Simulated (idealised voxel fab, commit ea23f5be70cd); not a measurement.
This section sets out a process module, namely voxel lift off.
Square cell edge 5 nm, section width 230 nm, ID cut.
Heads up, the way a cross-section reads in here is a grid of square cells, handed over as bands from the top down, with every band being one or more rows of cells.
First you get the band's top height and its bottom height, in nm, and then the materials it's made of, left to right, with each width in nm. If you see a single material with "everywhere", that one covers the band edge to edge. "empty" is empty space.
Heights from 0 (as-received wafer is one material below). Bottom band endless downward, as "0 -> down".
You'd read "30..40" like this: the band's top row of cells is as wide as the first number, its bottom row is as wide as the second, and going down, every row changes width by the same amount as the row before did.
"no change" -> step changed no cross-section cell.
If an empty space has no open way to the top and is at least 8 cells in size, "Cavities, sealed" lists it, written width x height at distance, where distance is measured from the left edge and every value is in nm.
That trailing text on a step's line, after the settings, is the simulator's own remark on the step.
You can add "overlay nm" to a step's line. For a step with a mask, it describes how far the mask lay to the right of its planned position, and a negative number describes a lay to the left.
Below is the list of planned process steps
step 1: RECEIVE, material Si
step 2: CONFORMAL_DEP, material SiN, thk nm 15
step 3: PATTERN, tone open, mask id LINES, material resist, width nm 25, pitch nm 55, thk nm 15, overlay nm 0
step 4: DIRECTIONAL_DEP, material Ru, thk nm 5
step 5: STRIP, etch materials resist
step 6: CONFORMAL_DEP, material SiO2, thk nm 10
First of two wafers, with the run carried out as planned
Shown in cross-section is the wafer as received, that is, as it stands after step 1
    0 -> down = Si everywhere
    Cavities, sealed: none
The following cross-section depicts the wafer upon completion of step 2
    15 -> 0 = SiN everywhere
    Everything under 0 stays put, no change at all.
The following cross-section depicts the wafer upon completion of step 3
    30 -> 15 = resist=45, then empty=25, then resist=30, then empty=25, then resist=30, then empty=25, then resist=50
    Everything under 15 stays put, no change at all.
The following cross-section depicts the wafer upon completion of step 4
    35 -> 30 = Ru=45, then empty=25, then Ru=30, then empty=25, then Ru=30, then empty=25, then Ru=50
    30 -> 20 = resist=45, then empty=25, then resist=30, then empty=25, then resist=30, then empty=25, then resist=50
    20 -> 15 = resist=45, then Ru=25, then resist=30, then Ru=25, then resist=30, then Ru=25, then resist=50
    Everything under 15 stays put, no change at all.
The following cross-section depicts the wafer upon completion of step 5
    20 -> 15 = empty=45, then Ru=25, then empty=30, then Ru=25, then empty=30, then Ru=25, then empty=50
    Everything under 15 stays put, no change at all.
The following cross-section depicts the wafer upon completion of step 6
    30 -> 25 = empty=35, then SiO2=45, then empty=10, then SiO2=45, then empty=10, then SiO2=45, then empty=40
    25 -> 20 = SiO2 everywhere
    20 -> 15 = SiO2=45, then Ru=25, then SiO2=30, then Ru=25, then SiO2=30, then Ru=25, then SiO2=50
    Everything under 15 stays put, no change at all.
Wafer two of two - same starting point, same process plan, one mistake in execution; matches wafer one up to and including step 2
The second wafer cut through, at the time step 3 was supposed to be finished
    30 -> 15 = empty=45, then resist=25, then empty=30, then resist=25, then empty=30, then resist=25, then empty=50
    Everything under 15 stays put, no change at all.
The second wafer cut through, at the time step 4 was supposed to be finished
    35 -> 30 = empty=45, then Ru=25, then empty=30, then Ru=25, then empty=30, then Ru=25, then empty=50
    30 -> 20 = empty=45, then resist=25, then empty=30, then resist=25, then empty=30, then resist=25, then empty=50
    20 -> 15 = Ru=45, then resist=25, then Ru=30, then resist=25, then Ru=30, then resist=25, then Ru=50
    Everything under 15 stays put, no change at all.
The second wafer cut through, at the time step 5 was supposed to be finished
    20 -> 15 = Ru=45, then empty=25, then Ru=30, then empty=25, then Ru=30, then empty=25, then Ru=50
    Everything under 15 stays put, no change at all.
The second wafer cut through, at the time step 6 was supposed to be finished
    30 -> 25 = SiO2=55, then empty=5, then SiO2=50, then empty=5, then SiO2=50, then empty=5, then SiO2=60
    25 -> 20 = SiO2 everywhere
    20 -> 15 = Ru=45, then SiO2=25, then Ru=30, then SiO2=25, then Ru=30, then SiO2=25, then Ru=50
    Everything under 15 stays put, no change at all.
Diagnosis: in deviation from the planned setting, step 3 was conducted as PATTERN, tone cover, mask id LINES, material resist, width nm 25, pitch nm 55, thk nm 15, overlay nm 0
Bottom line after processing is that, in cells, the second wafer is up or down on some materials versus the first: Ru: 16 more
